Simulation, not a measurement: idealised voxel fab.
Title: Process Module voxel gate over fins
The cross-section shown here is cut; it is 170 nm wide and divided into square cells measuring 5 nm on a side.
A cross-section is a grid of square cells, given in bands from the top down. A band is one or more rows of cells. Each band's line starts with the height of the band's top and of its bottom, in nm. Then come its materials from left to right, each with its width in nm. One material with "edge to edge" fills the band from edge to edge. "air" is empty space. Note: height 0 marks the level under which the wafer is uniformly one material as received. Lowest band unbounded below, written "from 0 down". The expression "30->40" gives the width at the extremes of the band, the first number at its top row of cells and the second at its bottom row, with the width changing by equal amounts from each row to the next in between. The designation "same as before", where it is given for a processing step, indicates that no cell of the cross-section was altered in the course of that step. The list in "Sealed cavities" covers empty spaces of 8 cells or more that cannot reach the top through any open way, and it gives each as width x height at distance; the distance is from the left edge, and width, height and distance are in nm. after a step's settings: what the simulator itself notes on the step. When a step includes a mask, the "overlay nm" setting on its line states how far to the right of its planned place that mask lay, and negative values state how far to the left.

[Intended process steps]
| 1 | RECEIVE with material Si |
| 2 | CONFORMAL_DEP with material SiN, thk nm 10 |
| 3 | DIRECTIONAL_DEP with material aC, thk nm 15 |
| 4 | PATTERN with tone cover, mask id FINS, material resist, width nm 15, pitch nm 35, thk nm 30, overlay nm 0 |
| 5 | DIRECTIONAL_ETCH with etch materials aC, depth nm 15 |
| 6 | STRIP with etch materials resist |
| 7 | DIRECTIONAL_ETCH with etch materials SiN, depth nm 10 |
| 8 | DIRECTIONAL_ETCH with etch materials Si, depth nm 40 |
| 9 | STRIP with etch materials aC |
| 10 | OXIDIZE with depth nm 5 |
| 11 | FILL_DEP with material SiO2, thk nm 15 |
| 12 | CMP with height nm 10 |
| 13 | SELECTIVE_ETCH with etch materials SiO2, depth nm 25 |
| 14 | STRIP with etch materials SiN |
| 15 | CONFORMAL_DEP with material HfO2, thk nm 5 |
| 16 | CONFORMAL_DEP with material TiN, thk nm 5 |
| 17 | CONFORMAL_DEP with material TiAl, thk nm 5 |
| 18 | CONFORMAL_DEP with material TiN, thk nm 5 |
| 19 | FILL_DEP with material W, thk nm 15 |
| 20 | CMP with height nm 30 |
| 21 | CONFORMAL_DEP with material SiCN, thk nm 5 |

[Incoming wafer in cross-section (state: after step 1)]
* from 0 down = Si edge to edge
* Sealed cavities: none

[Post-module cross-section: identical start and plan to those above, one misstep in execution]
* from 35 to 30 = SiCN edge to edge
* from 30 to 25 = TiN edge to edge
* from 25 to 10 = 5 TiN, then 160 TiAl, then 5 TiN
* from 10 to 5 = 20 TiAl, then 25 TiN, then 10 TiAl, then 25 TiN, then 10 TiAl, then 25 TiN, then 10 TiAl, then 25 TiN, then 20 TiAl
* from 5 to 0 = 20 TiAl, then 5 TiN, then 15 HfO2, then 5 TiN, then 10 TiAl, then 5 TiN, then 15 HfO2, then 5 TiN, then 10 TiAl, then 5 TiN, then 15 HfO2, then 5 TiN, then 10 TiAl, then 5 TiN, then 15 HfO2, then 5 TiN, then 20 TiAl
* from 0 to -5 = 20 TiAl, then 5 TiN, then 5 HfO2, then 5 Si, then 5 HfO2, then 5 TiN, then 10 TiAl, then 5 TiN, then 5 HfO2, then 5 Si, then 5 HfO2, then 5 TiN, then 10 TiAl, then 5 TiN, then 5 HfO2, then 5 Si, then 5 HfO2, then 5 TiN, then 10 TiAl, then 5 TiN, then 5 HfO2, then 5 Si, then 5 HfO2, then 5 TiN, then 20 TiAl
* from -5 to -10 = 25 TiN, then 5 HfO2, then 5 Si, then 5 HfO2, then 20 TiN, then 5 HfO2, then 5 Si, then 5 HfO2, then 20 TiN, then 5 HfO2, then 5 Si, then 5 HfO2, then 20 TiN, then 5 HfO2, then 5 Si, then 5 HfO2, then 25 TiN
* from -10 to -15 = 30 HfO2, then 5 Si, then 30 HfO2, then 5 Si, then 30 HfO2, then 5 Si, then 30 HfO2, then 5 Si, then 30 HfO2
* from -15 to -45 = 30 SiO2, then 5 Si, then 30 SiO2, then 5 Si, then 30 SiO2, then 5 Si, then 30 SiO2, then 5 Si, then 30 SiO2
* from -45 down = Si edge to edge
* Sealed cavities: none
Misprocessing identified: not per plan at step 17, really ran CONFORMAL_DEP with material TiAl, thk nm 15
